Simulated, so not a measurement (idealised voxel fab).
process module | voxel ribs on slabs
cross-section cut | 200 nm wide | cells 5 nm
A cross-section is a grid of square cells, given in bands from the top down. A band is one or more rows of cells.
Each band's line starts with the height of the band's top and of its bottom, in nm. Then come its materials from left to right, each with its width in nm. One material with "throughout" fills the band from edge to edge. "air" is empty space.
Height 0 is the level under which the wafer as received is all one material. The lowest band goes on downwards, as in "0 down".
A width such as "30 to 40" changes by the same amount from each row of cells to the next, from the band's top row to its bottom row.
"no change" after a step means that no cell of the cross-section changed.
closed voids: empty space of 8 cells or more with no open way to the top, each as width x height at its distance from the left edge, in nm
after a step's settings: what the simulator itself notes on the step
overlay nm, on a step with a mask: how far to the right of its planned place the mask lay; to the left if negative
plan
1 op RECEIVE | material Si
2 op DIRECTIONAL_DEP | material SiO2 | thk nm 20
3 op DIRECTIONAL_DEP | material SiN | thk nm 20
4 op DIRECTIONAL_DEP | material aC | thk nm 10
5 op PATTERN | tone cover | mask id RIB | material resist | width nm 20 | thk nm 25 | overlay nm 0
6 op DIRECTIONAL_ETCH | etch materials aC | depth nm 10
7 op STRIP | etch materials resist
8 op DIRECTIONAL_ETCH | etch materials SiN | depth nm 10
9 op STRIP | etch materials aC
10 op DIRECTIONAL_DEP | material aC | thk nm 15
11 op PATTERN | tone cover | mask id SLAB | material resist | width nm 50 | thk nm 30 | overlay nm 0
12 op DIRECTIONAL_ETCH | etch materials aC | depth nm 15
13 op STRIP | etch materials resist
14 op DIRECTIONAL_ETCH | etch materials SiN | depth nm 10
15 op STRIP | etch materials aC
16 op FILL_DEP | material SiO2 | thk nm 30
17 op CMP | height nm 60
18 op DIRECTIONAL_DEP | material TiN | thk nm 5
19 op MASKED_ETCH | tone cover | mask id HEATER | width nm 30 | etch materials TiN | depth nm 5 | overlay nm 0
20 op CONFORMAL_DEP | material SiN | thk nm 5
as received, after step 1
  0 down: Si throughout
  closed voids: none
first wafer at the end, as planned
  70 to 65: air 80 | SiN 40 | air 80
  65 to 60: SiN 85 | TiN 30 | SiN 85
  60 to 40: SiO2 throughout
  40 to 30: SiO2 90 | SiN 20 | SiO2 90
  30 to 20: SiO2 75 | SiN 50 | SiO2 75
  20 to 0: SiO2 throughout
  0 down: Si throughout
  closed voids: none
second wafer at the end: like start, like plan, one mistake
  70 to 65: air 80 | SiN 40 | air 80
  65 to 60: SiN 85 | TiN 30 | SiN 85
  60 to 55: SiO2 throughout
  55 to 45: SiO2 90 | TiN 20 | SiO2 90
  45 to 40: TiN throughout
  40 to 30: TiN 90 | SiN 20 | TiN 90
  30 to 20: SiN throughout
  20 to 0: SiO2 throughout
  0 down: Si throughout
  closed voids: none
what went wrong: step 10 ran as: op DIRECTIONAL_DEP | material TiN | thk nm 15
at the end the second wafer has, in cells: 60 more of SiN | 180 fewer of SiO2 | 120 more of TiN
